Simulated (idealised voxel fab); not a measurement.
Documented hereafter: the process module known as voxel self aligned vias.
Pictured: cross-section cut, 210 nm wide, on a grid of 5 nm square cells.
Cross-section layout: square cells on a grid; listed as bands, top to bottom; a band spans one or more cell rows. First you get the band's top height and its bottom height, in nm, and then the materials it's made of, left to right, with each width in nm. If you see a single material with "everywhere", that one covers the band edge to edge. "blank" is empty space. Height 0 is the level under which the wafer as received is all one material. The lowest band goes on downwards, as in "0 nm and below". The width entry "30 to 40" should be interpreted row by row: the top row of cells in the band takes the first number, the bottom row takes the second number, and the change between adjacent rows is uniform throughout. Key: "all unchanged" - step with no changed cell in the cross-section. You'll see "Enclosed voids" listing empty spaces that have no way open to the top, as long as they're 8 cells or more; the notation is width x height at distance, where the distance is from the left edge, and all of it is in nm. The remark found on a step's line after its settings is issued by the simulator itself and pertains to that step. overlay nm: how far to the right of its planned place the mask lay on this masked step (negative: to the left).
## The process steps that were planned are listed below
1 RECEIVE | material Si
2 CONFORMAL_DEP | material SiO2 | thk nm 15
3 CONFORMAL_DEP | material SiCN | thk nm 5
4 DIRECTIONAL_DEP | material SiO2 | thk nm 25
5 PATTERN | tone open | mask id LINES | material resist | width nm 20 | pitch nm 60 | thk nm 15 | overlay nm 0
6 DIRECTIONAL_ETCH | etch materials SiO2 | depth nm 25
7 STRIP | etch materials resist
8 CONFORMAL_DEP | material TiN | thk nm 5
9 FILL_DEP | material Ru | thk nm 5
10 CMP | height nm 45
11 SELECTIVE_ETCH | etch materials W Ru TiN | depth nm 10
12 FILL_DEP | material SiN | thk nm 5
13 CMP | height nm 45
14 DIRECTIONAL_DEP | material SiO2 | thk nm 20
15 DIRECTIONAL_DEP | material aC | thk nm 10
16 PATTERN | tone open | mask id VIAS | material resist | width nm 30 | thk nm 30 | overlay nm 0
17 DIRECTIONAL_ETCH | etch materials aC | depth nm 10
18 STRIP | etch materials resist
19 DIRECTIONAL_ETCH | etch materials SiO2 | depth nm 20
20 DIRECTIONAL_ETCH | etch materials SiN | depth nm 10
21 STRIP | etch materials aC
22 CONFORMAL_DEP | material TiN | thk nm 5
23 FILL_DEP | material Cu | thk nm 5
24 CMP | height nm 65
25 CONFORMAL_DEP | material SiCN | thk nm 5
## So this is the incoming wafer in cross-section - it's already been through step 1
> 0 nm and below = Si everywhere
> Enclosed voids: none
## Figure: cross-sectional view of the wafer upon completion of the module, processed from the initial state and according to the plan depicted above, with one error introduced during execution
> 70 nm to 65 nm = SiCN everywhere
> 65 nm to 50 nm = SiO2 60; TiN 5; Cu 20; TiN 5; SiO2 120
> 50 nm to 45 nm = SiO2 60; TiN 10; Cu 10; TiN 10; SiO2 120
> 45 nm to 40 nm = SiO2 65; TiN 5; Cu 10; TiN 5; SiO2 40; SiN 20; SiO2 65
> 40 nm to 35 nm = SiO2 65; TiN 20; SiO2 40; SiN 20; SiO2 65
> 35 nm to 30 nm = SiCN everywhere
> 30 nm to 0 nm = SiO2 everywhere
> 0 nm and below = Si everywhere
> Enclosed voids: none
Processing error: yeah, plan step 2 got run twice
